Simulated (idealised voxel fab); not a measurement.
process module | voxel lift off
cross-section cut | 140 nm wide | cells 5 nm
A cross-section is a grid of square cells, given in bands from the top down. A band is one or more rows of cells.
Each band's line starts with the height of the band's top and of its bottom, in nm. Then come its materials from left to right, each with its width in nm. One material with "throughout" fills the band from edge to edge. "air" is empty space.
Height 0 is the level under which the wafer as received is all one material. The lowest band goes on downwards, as in "0 down".
A width such as "30 to 40" changes by the same amount from each row of cells to the next, from the band's top row to its bottom row.
"no change" after a step means that no cell of the cross-section changed.
closed voids: empty space of 8 cells or more with no open way to the top, each as width x height at its distance from the left edge, in nm
after a step's settings: what the simulator itself notes on the step
overlay nm, on a step with a mask: how far to the right of its planned place the mask lay; to the left if negative
plan
1 op RECEIVE | material Si
2 op CONFORMAL_DEP | material Al2O3 | thk nm 15
3 op PATTERN | tone open | mask id LINES | material resist | width nm 25 | pitch nm 40 | thk nm 20 | overlay nm 0
4 op DIRECTIONAL_DEP | material Ru | thk nm 10
5 op STRIP | etch materials resist
6 op CONFORMAL_DEP | material SiO2 | thk nm 10
as received, after step 1
  0 down: Si throughout
  closed voids: none
a wafer at the end: this start, this plan, one mistake
  35 to 25: SiO2 45 | air 5 | SiO2 35 | air 5 | SiO2 50
  25 to 15: Ru 35 | SiO2 25 | Ru 15 | SiO2 25 | Ru 40
  15 to 0: Al2O3 throughout
  0 down: Si throughout
  closed voids: none
what went wrong: step 3 ran as: op PATTERN | tone cover | mask id LINES | material resist | width nm 25 | pitch nm 40 | thk nm 20 | overlay nm 0
